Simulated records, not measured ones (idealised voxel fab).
Title: Process Module voxel capacitor over wiring
Each square cell in cross-section cut measures 5 nm, and the section as a whole is 180 nm wide.
For the purposes of this document, a cross-section shall be understood as a grid of square cells, specified as bands listed in top-to-bottom order, each band consisting of one or more rows of cells. The entry gives the band's vertical extent as a top height and a bottom height in nm, then its horizontal make-up as materials from left to right, each with a width in nm. "air" stands for empty space; a single material marked "throughout" fills the band edge to edge. Zero point of the height axis is 0; under it, received wafer = one material. Lowest band: continues down indefinitely, "z 0 and below". Width spec "30..40" -> top row of cells at first value, bottom row at second value, equal per-row change in between. Given "no alteration" for a step, no cell of the cross-section differs between before and after that step. The label "Encapsulated voids" introduces a list of the empty spaces, 8 cells or larger, that have no open way up to the top; each entry in it reads width x height at distance, where the distance is taken from the left edge and all three are stated in nm. The remark found on a step's line after its settings is issued by the simulator itself and pertains to that step. On any step carrying a mask, the "overlay nm" setting, if present on the step's line, tells how far right of its planned place the mask lay; negative values point to the left.
Steps in the process plan:
1) RECEIVE with material Si
2) CONFORMAL_DEP with material SiO2, thk nm 15
3) CONFORMAL_DEP with material SiN, thk nm 5
4) DIRECTIONAL_DEP with material lowk, thk nm 20
5) DIRECTIONAL_DEP with material aC, thk nm 10
6) PATTERN with tone open, mask id METAL_1, material resist, width nm 25, pitch nm 75, thk nm 30, overlay nm 0
7) DIRECTIONAL_ETCH with etch materials aC, depth nm 10
8) STRIP with etch materials resist
9) DIRECTIONAL_ETCH with etch materials lowk, depth nm 20
10) DIRECTIONAL_ETCH with etch materials SiN, depth nm 5
11) STRIP with etch materials aC
12) CONFORMAL_DEP with material TiN, thk nm 5
13) FILL_DEP with material W, thk nm 10
14) CMP with height nm 40
15) CONFORMAL_DEP with material SiCN, thk nm 5
16) DIRECTIONAL_DEP with material lowk, thk nm 15
17) DIRECTIONAL_DEP with material aC, thk nm 15
18) PATTERN with tone open, mask id PLUG_1, material resist, width nm 15, thk nm 35, overlay nm 0
19) DIRECTIONAL_ETCH with etch materials aC, depth nm 15
20) STRIP with etch materials resist
21) DIRECTIONAL_ETCH with etch materials lowk, depth nm 15
22) DIRECTIONAL_ETCH with etch materials SiCN, depth nm 5
23) STRIP with etch materials aC
24) CONFORMAL_DEP with material TiN, thk nm 5
25) FILL_DEP with material Ru, thk nm 5
26) CMP with height nm 60
27) DIRECTIONAL_DEP with material TiN, thk nm 10
28) DIRECTIONAL_DEP with material Al2O3, thk nm 5
29) DIRECTIONAL_DEP with material TiN, thk nm 5
30) PATTERN with tone cover, mask id UPPER_PLATE, material resist, width nm 55, thk nm 20, overlay nm 0
31) DIRECTIONAL_ETCH with etch materials TiN, depth nm 5
32) DIRECTIONAL_ETCH with etch materials Al2O3, depth nm 5
33) STRIP with etch materials resist
34) PATTERN with tone cover, mask id LOWER_PLATE, material resist, width nm 65, thk nm 20, overlay nm 0
35) DIRECTIONAL_ETCH with etch materials TiN, depth nm 10
36) STRIP with etch materials resist
37) FILL_DEP with material SiO2, thk nm 20
38) CMP with height nm 95
39) DIRECTIONAL_DEP with material aC, thk nm 15
40) PATTERN with tone open, mask id PLUG_2, material resist, width nm 15, thk nm 30, overlay nm 0
41) DIRECTIONAL_ETCH with etch materials aC, depth nm 15
42) STRIP with etch materials resist
43) DIRECTIONAL_ETCH with etch materials SiO2, depth nm 15
44) STRIP with etch materials aC
45) CONFORMAL_DEP with material TiN, thk nm 5
46) FILL_DEP with material Cu, thk nm 10
47) CMP with height nm 95
48) CONFORMAL_DEP with material SiN, thk nm 5
It is noted that the wafers described herein are identical at the outset and are distinguished by the width nm of step 40; the value stated in the plan corresponds to the first wafer.
Incoming state of the first of several wafers in cross-section: after step 1:
	z 0 and below: Si throughout
	Encapsulated voids: none
Cross-section, first of several wafers, end of module, after last step 48:
	z 100 to 95: SiN throughout
	z 95 to 85: SiO2 60 nm  TiN 5 nm  Cu 5 nm  TiN 5 nm  SiO2 105 nm
	z 85 to 75: SiO2 60..50 nm  TiN 15..55 nm  SiO2 105..75 nm
	z 75 to 70: SiO2 50 nm  Al2O3 55 nm  SiO2 75 nm
	z 70 to 60: SiO2 45 nm  TiN 65 nm  SiO2 70 nm
	z 60 to 45: lowk 50 nm  TiN 5 nm  Ru 5 nm  TiN 5 nm  lowk 115 nm
	z 45 to 40: SiCN 50 nm  TiN 15 nm  SiCN 115 nm
	z 40 to 20: lowk 40 nm  TiN 5 nm  W 15 nm  TiN 5 nm  lowk 50 nm  TiN 5 nm  W 15 nm  TiN 5 nm  lowk 40 nm
	z 20 to 15: SiN 40 nm  TiN 25 nm  SiN 50 nm  TiN 25 nm  SiN 40 nm
	z 15 to 0: SiO2 throughout
	z 0 and below: Si throughout
	Encapsulated voids: none
Module end, final wafer: cross-section:
	z 100 to 95: SiN throughout
	z 95 to 85: SiO2 55 nm  TiN 5 nm  Cu 20 nm  TiN 5 nm  SiO2 95 nm
	z 85 to 75: SiO2 55..50 nm  TiN 30..55 nm  SiO2 95..75 nm
	z 75 to 70: SiO2 50 nm  Al2O3 55 nm  SiO2 75 nm
	z 70 to 60: SiO2 45 nm  TiN 65 nm  SiO2 70 nm
	z 60 to 45: lowk 50 nm  TiN 5 nm  Ru 5 nm  TiN 5 nm  lowk 115 nm
	z 45 to 40: SiCN 50 nm  TiN 15 nm  SiCN 115 nm
	z 40 to 20: lowk 40 nm  TiN 5 nm  W 15 nm  TiN 5 nm  lowk 50 nm  TiN 5 nm  W 15 nm  TiN 5 nm  lowk 40 nm
	z 20 to 15: SiN 40 nm  TiN 25 nm  SiN 50 nm  TiN 25 nm  SiN 40 nm
	z 15 to 0: SiO2 throughout
	z 0 and below: Si throughout
	Encapsulated voids: none
Basically each wafer gets a line in the table, showing it at the end of the module: material by material, the cells it gained (+) or lost (-) since we got it, then its closed voids:
width nm 15; +11 Al2O3; +2 Cu; +3 Ru; +33 SiCN; +62 SiN; +303 SiO2; +79 TiN; +24 W; +203 lowk; Encapsulated voids: none
width nm 20; +11 Al2O3; +4 Cu; +3 Ru; +33 SiCN; +62 SiN; +300 SiO2; +80 TiN; +24 W; +203 lowk; Encapsulated voids: none
width nm 25; +11 Al2O3; +6 Cu; +3 Ru; +33 SiCN; +62 SiN; +297 SiO2; +81 TiN; +24 W; +203 lowk; Encapsulated voids: none
width nm 30; +11 Al2O3; +8 Cu; +3 Ru; +33 SiCN; +62 SiN; +294 SiO2; +82 TiN; +24 W; +203 lowk; Encapsulated voids: none
